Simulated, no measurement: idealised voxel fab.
process module | voxel capacitor over wiring
cross-section cut | 205 nm wide | cells 5 nm
A cross-section is a grid of square cells, given in bands from the top down. A band is one or more rows of cells.
Each band's line starts with the height of the band's top and of its bottom, in nm. Then come its materials from left to right, each with its width in nm. One material with "throughout" fills the band from edge to edge. "air" is empty space.
Height 0 is the level under which the wafer as received is all one material. The lowest band goes on downwards, as in "0 down".
A width such as "30 to 40" changes by the same amount from each row of cells to the next, from the band's top row to its bottom row.
"no change" after a step means that no cell of the cross-section changed.
closed voids: empty space of 8 cells or more with no open way to the top, each as width x height at its distance from the left edge, in nm
after a step's settings: what the simulator itself notes on the step
overlay nm, on a step with a mask: how far to the right of its planned place the mask lay; to the left if negative
plan
1 op RECEIVE | material Si
2 op CONFORMAL_DEP | material SiO2 | thk nm 10
3 op CONFORMAL_DEP | material SiCN | thk nm 5
4 op DIRECTIONAL_DEP | material SiO2 | thk nm 25
5 op MASKED_ETCH | tone open | mask id METAL_1 | width nm 20 | pitch nm 75 | etch materials SiO2 | depth nm 25 | overlay nm 0
6 op MASKED_ETCH | tone open | mask id METAL_1 | width nm 20 | pitch nm 75 | etch materials SiCN | depth nm 5 | overlay nm 0
7 op CONFORMAL_DEP | material TiN | thk nm 5
8 op FILL_DEP | material Cu | thk nm 5
9 op CMP | height nm 40
10 op CONFORMAL_DEP | material SiCN | thk nm 5
11 op DIRECTIONAL_DEP | material lowk | thk nm 20
12 op PATTERN | tone open | mask id PLUG_1 | material resist | width nm 15 | thk nm 20 | overlay nm 0
13 op DIRECTIONAL_ETCH | etch materials lowk | depth nm 20
14 op DIRECTIONAL_ETCH | etch materials SiCN | depth nm 5
15 op STRIP | etch materials resist
16 op EPI | material Ru | thk nm 10
17 op EPI | material Ru | thk nm 10
18 op EPI | material Ru | thk nm 5
19 op DIRECTIONAL_DEP | material TiN | thk nm 10
20 op DIRECTIONAL_DEP | material SiN | thk nm 5
21 op DIRECTIONAL_DEP | material TiN | thk nm 10
22 op PATTERN | tone cover | mask id UPPER_PLATE | material resist | width nm 60 | thk nm 15 | overlay nm 0
23 op DIRECTIONAL_ETCH | etch materials TiN | depth nm 10
24 op DIRECTIONAL_ETCH | etch materials SiN | depth nm 5
25 op STRIP | etch materials resist
26 op DIRECTIONAL_DEP | material aC | thk nm 15
27 op PATTERN | tone cover | mask id LOWER_PLATE | material resist | width nm 70 | thk nm 30 | overlay nm 0
28 op DIRECTIONAL_ETCH | etch materials aC | depth nm 15
29 op STRIP | etch materials resist
30 op DIRECTIONAL_ETCH | etch materials TiN | depth nm 10
31 op STRIP | etch materials aC
32 op FILL_DEP | material SiO2 | thk nm 15
33 op CMP | height nm 100
34 op PATTERN | tone open | mask id PLUG_2 | material resist | width nm 15 | thk nm 15 | overlay nm 0
35 op DIRECTIONAL_ETCH | etch materials SiO2 | depth nm 10
36 op STRIP | etch materials resist
37 op CONFORMAL_DEP | material TiN | thk nm 5
38 op FILL_DEP | material Ru | thk nm 5
39 op CMP | height nm 100
40 op CONFORMAL_DEP | material SiCN | thk nm 5
first wafer, as planned
as received, after step 1
  0 down: Si throughout
  closed voids: none
after step 2
  10 to 0: SiO2 throughout
  below 0: unchanged
after step 3
  15 to 10: SiCN throughout
  below 10: unchanged
after step 4
  40 to 15: SiO2 throughout
  below 15: unchanged
after step 5
  40 to 15: SiO2 55 | air 20 | SiO2 55 | air 20 | SiO2 55
  below 15: unchanged
after step 6
  40 to 15: SiO2 55 | air 20 | SiO2 55 | air 20 | SiO2 55
  15 to 10: SiCN 55 | air 20 | SiCN 55 | air 20 | SiCN 55
  below 10: unchanged
after step 7
  45 to 40: TiN 60 | air 10 | TiN 65 | air 10 | TiN 60
  40 to 15: SiO2 55 | TiN 5 | air 10 | TiN 5 | SiO2 55 | TiN 5 | air 10 | TiN 5 | SiO2 55
  15 to 10: SiCN 55 | TiN 20 | SiCN 55 | TiN 20 | SiCN 55
  below 10: unchanged
after step 8
  50 to 45: Cu throughout
  45 to 40: TiN 60 | Cu 10 | TiN 65 | Cu 10 | TiN 60
  40 to 15: SiO2 55 | TiN 5 | Cu 10 | TiN 5 | SiO2 55 | TiN 5 | Cu 10 | TiN 5 | SiO2 55
  below 15: unchanged
after step 9
  40 to 15: SiO2 55 | TiN 5 | Cu 10 | TiN 5 | SiO2 55 | TiN 5 | Cu 10 | TiN 5 | SiO2 55
  below 15: unchanged
after step 10
  45 to 40: SiCN throughout
  below 40: unchanged
after step 11
  65 to 45: lowk throughout
  below 45: unchanged
after step 12
  85 to 65: resist 60 | air 15 | resist 130
  below 65: unchanged
after step 13
  85 to 65: resist 60 | air 15 | resist 130
  65 to 45: lowk 60 | air 15 | lowk 130
  below 45: unchanged
after step 14
  85 to 65: resist 60 | air 15 | resist 130
  65 to 45: lowk 60 | air 15 | lowk 130
  45 to 40: SiCN 60 | air 15 | SiCN 130
  below 40: unchanged
after step 15
  65 to 45: lowk 60 | air 15 | lowk 130
  below 45: unchanged
after step 16
  65 to 50: lowk 60 | air 15 | lowk 130
  50 to 45: lowk 60 | Ru 15 | lowk 130
  45 to 40: SiCN 60 | Ru 15 | SiCN 130
  below 40: unchanged
after step 17
  65 to 60: lowk 60 | air 15 | lowk 130
  60 to 45: lowk 60 | Ru 15 | lowk 130
  below 45: unchanged
after step 18
  65 to 45: lowk 60 | Ru 15 | lowk 130
  below 45: unchanged
after step 19
  75 to 65: TiN throughout
  below 65: unchanged
after step 20
  80 to 75: SiN throughout
  below 75: unchanged
after step 21
  90 to 80: TiN throughout
  below 80: unchanged
after step 22
  105 to 90: air 60 | resist 60 | air 85
  below 90: unchanged
after step 23
  105 to 90: air 60 | resist 60 | air 85
  90 to 80: air 60 | TiN 60 | air 85
  below 80: unchanged
after step 24
  105 to 90: air 60 | resist 60 | air 85
  90 to 80: air 60 | TiN 60 | air 85
  80 to 75: air 60 | SiN 60 | air 85
  below 75: unchanged
after step 25
  90 to 80: air 60 | TiN 60 | air 85
  below 80: unchanged
after step 26
  105 to 90: air 60 | aC 60 | air 85
  90 to 80: aC 60 | TiN 60 | aC 85
  80 to 75: aC 60 | SiN 60 | aC 85
  below 75: unchanged
after step 27
  135 to 105: air 55 | resist 70 | air 80
  105 to 90: air 55 | resist 5 | aC 60 | resist 5 | air 80
  below 90: unchanged
after step 28
  120 to 105: air 55 | resist 70 | air 80
  105 to 90: air 55 | resist 5 | aC 60 | resist 5 | air 80
  90 to 80: air 55 | aC 5 | TiN 60 | aC 5 | air 80
  80 to 75: air 55 | aC 5 | SiN 60 | aC 5 | air 80
  below 75: unchanged
after step 29
  105 to 90: air 60 | aC 60 | air 85
  below 90: unchanged
after step 30
  105 to 90: air 60 | aC 60 | air 85
  90 to 80: air 55 | aC 5 | TiN 60 | aC 5 | air 80
  80 to 75: air 55 | aC 5 | SiN 60 | aC 5 | air 80
  75 to 65: air 55 | TiN 70 | air 80
  below 65: unchanged
after step 31
  90 to 80: air 60 | TiN 60 | air 85
  80 to 75: air 60 | SiN 60 | air 85
  below 75: unchanged
after step 32
  105 to 90: SiO2 throughout
  90 to 80: SiO2 60 | TiN 60 | SiO2 85
  80 to 75: SiO2 60 | SiN 60 | SiO2 85
  75 to 65: SiO2 55 | TiN 70 | SiO2 80
  below 65: unchanged
after step 33
  100 to 90: SiO2 throughout
  below 90: unchanged
after step 34
  115 to 100: resist 70 | air 15 | resist 120
  below 100: unchanged
after step 35
  115 to 100: resist 70 | air 15 | resist 120
  100 to 90: SiO2 70 | air 15 | SiO2 120
  below 90: unchanged
after step 36
  100 to 90: SiO2 70 | air 15 | SiO2 120
  below 90: unchanged
after step 37
  105 to 100: TiN 75 | air 5 | TiN 125
  100 to 95: SiO2 70 | TiN 5 | air 5 | TiN 5 | SiO2 120
  95 to 90: SiO2 70 | TiN 15 | SiO2 120
  below 90: unchanged
after step 38
  110 to 105: Ru throughout
  105 to 100: TiN 75 | Ru 5 | TiN 125
  100 to 95: SiO2 70 | TiN 5 | Ru 5 | TiN 5 | SiO2 120
  below 95: unchanged
after step 39
  100 to 95: SiO2 70 | TiN 5 | Ru 5 | TiN 5 | SiO2 120
  below 95: unchanged
after step 40
  105 to 100: SiCN throughout
  below 100: unchanged
second wafer: like start, like plan, one mistake. Through step 29 it matches the first wafer
when step 30 should have ended
  105 to 90: air 60 | aC 60 | air 85
  90 to 80: air 55 | aC 5 | TiN 60 | aC 5 | air 80
  80 to 75: air 55 | aC 5 | SiN 60 | aC 5 | air 80
  75 to 70: air 55 | TiN 70 | air 80
  below 70: unchanged
when step 31 should have ended
  90 to 80: air 60 | TiN 60 | air 85
  80 to 75: air 60 | SiN 60 | air 85
  below 75: unchanged
when step 32 should have ended
  105 to 90: SiO2 throughout
  90 to 80: SiO2 60 | TiN 60 | SiO2 85
  80 to 75: SiO2 60 | SiN 60 | SiO2 85
  75 to 70: SiO2 55 | TiN 70 | SiO2 80
  below 70: unchanged
when step 33 should have ended
  100 to 90: SiO2 throughout
  below 90: unchanged
when step 34 should have ended
  115 to 100: resist 70 | air 15 | resist 120
  below 100: unchanged
when step 35 should have ended
  115 to 100: resist 70 | air 15 | resist 120
  100 to 90: SiO2 70 | air 15 | SiO2 120
  below 90: unchanged
when step 36 should have ended
  100 to 90: SiO2 70 | air 15 | SiO2 120
  below 90: unchanged
when step 37 should have ended
  105 to 100: TiN 75 | air 5 | TiN 125
  100 to 95: SiO2 70 | TiN 5 | air 5 | TiN 5 | SiO2 120
  95 to 90: SiO2 70 | TiN 15 | SiO2 120
  below 90: unchanged
when step 38 should have ended
  110 to 105: Ru throughout
  105 to 100: TiN 75 | Ru 5 | TiN 125
  100 to 95: SiO2 70 | TiN 5 | Ru 5 | TiN 5 | SiO2 120
  below 95: unchanged
when step 39 should have ended
  100 to 95: SiO2 70 | TiN 5 | Ru 5 | TiN 5 | SiO2 120
  below 95: unchanged
when step 40 should have ended
  105 to 100: SiCN throughout
  below 100: unchanged
what went wrong: step 30 ran as: op DIRECTIONAL_ETCH | etch materials TiN | depth nm 5
at the end the second wafer has, in cells: 27 fewer of SiO2 | 27 more of TiN
